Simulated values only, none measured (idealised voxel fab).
process module | voxel capacitor over wiring
cross-section cut | 225 nm wide | cells 5 nm
A cross-section is a grid of square cells, given in bands from the top down. A band is one or more rows of cells.
Each band's line starts with the height of the band's top and of its bottom, in nm. Then come its materials from left to right, each with its width in nm. One material with "throughout" fills the band from edge to edge. "air" is empty space.
Height 0 is the level under which the wafer as received is all one material. The lowest band goes on downwards, as in "0 down".
A width such as "30 to 40" changes by the same amount from each row of cells to the next, from the band's top row to its bottom row.
"no change" after a step means that no cell of the cross-section changed.
closed voids: empty space of 8 cells or more with no open way to the top, each as width x height at its distance from the left edge, in nm
after a step's settings: what the simulator itself notes on the step
overlay nm, on a step with a mask: how far to the right of its planned place the mask lay; to the left if negative
plan
1 op RECEIVE | material Si
2 op CONFORMAL_DEP | material SiO2 | thk nm 15
3 op DIRECTIONAL_DEP | material TiN | thk nm 5
4 op DIRECTIONAL_DEP | material W | thk nm 25
5 op MASKED_ETCH | tone cover | mask id METAL_1 | width nm 30 | pitch nm 95 | etch materials W | depth nm 25 | overlay nm 0
6 op MASKED_ETCH | tone cover | mask id METAL_1 | width nm 30 | pitch nm 95 | etch materials TiN | depth nm 5 | overlay nm 0
7 op CONFORMAL_DEP | material SiN | thk nm 5
8 op FILL_DEP | material SiO2 | thk nm 10
9 op CMP | height nm 45
10 op CONFORMAL_DEP | material SiCN | thk nm 5
11 op DIRECTIONAL_DEP | material lowk | thk nm 20
12 op DIRECTIONAL_DEP | material aC | thk nm 15
13 op PATTERN | tone open | mask id PLUG_1 | material resist | width nm 15 | thk nm 30 | overlay nm 0
14 op DIRECTIONAL_ETCH | etch materials aC | depth nm 15
15 op STRIP | etch materials resist
16 op DIRECTIONAL_ETCH | etch materials lowk | depth nm 20
17 op DIRECTIONAL_ETCH | etch materials SiCN | depth nm 5
18 op STRIP | etch materials aC
19 op EPI | material Ru | thk nm 10
20 op EPI | material Ru | thk nm 10
21 op EPI | material Ru | thk nm 5
22 op DIRECTIONAL_DEP | material TiN | thk nm 10
23 op DIRECTIONAL_DEP | material SiN | thk nm 5
24 op DIRECTIONAL_DEP | material TiN | thk nm 10
25 op DIRECTIONAL_DEP | material aC | thk nm 15
26 op PATTERN | tone cover | mask id UPPER_PLATE | material resist | width nm 70 | thk nm 35 | overlay nm 0
27 op DIRECTIONAL_ETCH | etch materials aC | depth nm 15
28 op STRIP | etch materials resist
29 op DIRECTIONAL_ETCH | etch materials TiN | depth nm 10
30 op DIRECTIONAL_ETCH | etch materials SiN | depth nm 5
31 op STRIP | etch materials aC
32 op DIRECTIONAL_DEP | material aC | thk nm 10
33 op PATTERN | tone cover | mask id LOWER_PLATE | material resist | width nm 80 | thk nm 25 | overlay nm 0
34 op DIRECTIONAL_ETCH | etch materials aC | depth nm 10
35 op STRIP | etch materials resist
36 op DIRECTIONAL_ETCH | etch materials TiN | depth nm 10
37 op STRIP | etch materials aC
38 op FILL_DEP | material SiO2 | thk nm 20
39 op CMP | height nm 100
40 op DIRECTIONAL_DEP | material aC | thk nm 15
41 op PATTERN | tone open | mask id PLUG_2 | material resist | width nm 15 | thk nm 35 | overlay nm 0
42 op DIRECTIONAL_ETCH | etch materials aC | depth nm 15
43 op STRIP | etch materials resist
44 op DIRECTIONAL_ETCH | etch materials SiO2 | depth nm 15
45 op STRIP | etch materials aC
46 op CONFORMAL_DEP | material TiN | thk nm 5
47 op FILL_DEP | material Ru | thk nm 10
48 op CMP | height nm 110
49 op CONFORMAL_DEP | material SiCN | thk nm 5
varied across the wafers: height nm of step 39. The plan shows the first wafer's value. All wafers start alike
first wafer as received, after step 1
  0 down: Si throughout
  closed voids: none
each wafer at the end: cells of each material gained (+) or lost (-) since it was received, then its closed voids
height nm 100 | +61 Ru | +87 SiCN | +67 SiN | +473 SiO2 | +119 TiN | +60 W | +168 lowk | closed voids: none
height nm 105 | +17 Ru | +87 SiCN | +67 SiN | +515 SiO2 | +121 TiN | +60 W | +168 lowk | closed voids: none
height nm 110 | +17 Ru | +87 SiCN | +67 SiN | +557 SiO2 | +79 TiN | +60 W | +168 lowk | closed voids: none
height nm 115 | +16 Ru | +87 SiCN | +67 SiN | +560 SiO2 | +77 TiN | +60 W | +168 lowk | closed voids: none
